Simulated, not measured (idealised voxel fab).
process module | voxel plated lines
cross-section cut | 260 nm wide | cells 5 nm
A cross-section is a grid of square cells, given in bands from the top down. A band is one or more rows of cells.
Each band's line starts with the height of the band's top and of its bottom, in nm. Then come its materials from left to right, each with its width in nm. One material with "throughout" fills the band from edge to edge. "air" is empty space.
Height 0 is the level under which the wafer as received is all one material. The lowest band goes on downwards, as in "0 down".
A width such as "30 to 40" changes by the same amount from each row of cells to the next, from the band's top row to its bottom row.
"no change" after a step means that no cell of the cross-section changed.
closed voids: empty space of 8 cells or more with no open way to the top, each as width x height at its distance from the left edge, in nm
after a step's settings: what the simulator itself notes on the step
overlay nm, on a step with a mask: how far to the right of its planned place the mask lay; to the left if negative
plan
1 op RECEIVE | material Si
2 op CONFORMAL_DEP | material SiO2 | thk nm 15
3 op DIRECTIONAL_DEP | material TiN | thk nm 5
4 op PATTERN | tone open | mask id LINES | material resist | width nm 20 | pitch nm 35 | thk nm 40 | overlay nm 0
5 op EPI | material Ru | thk nm 10
6 op EPI | material Ru | thk nm 5
7 op EPI | material Ru | thk nm 10
8 op STRIP | etch materials resist
9 op DIRECTIONAL_ETCH | etch materials TiN | depth nm 5
10 op CONFORMAL_DEP | material SiN | thk nm 10
as received, after step 1
  0 down: Si throughout
  closed voids: none
a wafer at the end: this start, this plan, one mistake
  45 to 20: air 65 | Ru 20 | air 15 | Ru 20 | air 15 | Ru 20 | air 15 | Ru 20 | air 70
  20 to 15: air 65 | TiN 20 | air 15 | TiN 20 | air 15 | TiN 20 | air 15 | TiN 20 | air 70
  15 to 0: SiO2 throughout
  0 down: Si throughout
  closed voids: none
what went wrong: step 10 was left out
